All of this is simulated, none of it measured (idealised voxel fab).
The following process module bears the name voxel released beams.
In the cross-section labelled cut, the width is 290 nm and each square cell is 5 nm.
Cross-section, as written here: a square-cell grid given band by band from the top down, where a band holds one or more rows of cells. This entry defines a band. It first specifies the height of the band's top and the height of its bottom in nm, and then specifies the band's materials from left to right, stating each material with its width in nm. The word "all across" identifies a single material that fills the band from edge to edge, while the word "air" identifies empty space. All heights in this document are referenced to 0, defined as the level beneath which the wafer, as received, consists entirely of one material. The lowest band is not bounded below; it extends indefinitely downward and is written in the form "from 0 down". It should be noted that a width expressed as "30 to 40" varies in equal increments from row to row of cells within the band, taking the value of the first number at the top row and that of the second number at the bottom row. When a step is marked "no alteration", none of the cells in the cross-section changed during that step. Each empty space that has no open way to the top and spans at least 8 cells appears under "Unvented internal voids" as width x height at distance, the distance counted from the left edge, all in nm. On a step's line, text after the settings is the simulator commenting on that step. overlay nm: on a step with a mask, how far right of its planned place the mask lay; negative means left.
The planned process steps are enumerated hereunder
step 1: RECEIVE, material Si
step 2: CONFORMAL_DEP, material Al2O3, thk nm 5
step 3: DIRECTIONAL_DEP, material SiO2, thk nm 10
step 4: PATTERN, tone open, mask id ANCHOR, material resist, width nm 35, thk nm 20, overlay nm 0
step 5: DIRECTIONAL_ETCH, etch materials SiO2, depth nm 10
step 6: STRIP, etch materials resist
step 7: CONFORMAL_DEP, material SiN, thk nm 10
step 8: PATTERN, tone cover, mask id BEAM, material resist, width nm 90, thk nm 20, overlay nm 0
step 9: DIRECTIONAL_ETCH, etch materials SiN, depth nm 10
step 10: STRIP, etch materials resist
step 11: STRIP, etch materials SiO2
Cross-section of the wafer as it came to us, i.e., already through step 1
> from 0 down  Si all across
> Unvented internal voids: none
One mistake in running the module, otherwise start and plan as above: cross-section at the end
> from 25 to 15  95 nm air / 15 nm SiN / 20 nm air / 55 nm SiN / 105 nm air
> from 15 to 5  100 nm air / 40 nm SiN / 150 nm air
> from 5 to 0  Al2O3 all across
> from 0 down  Si all across
> Unvented internal voids: none
Here's what went sideways: not per plan at step 4, really ran PATTERN, tone open, mask id ANCHOR, material resist, width nm 40, thk nm 20, overlay nm 0
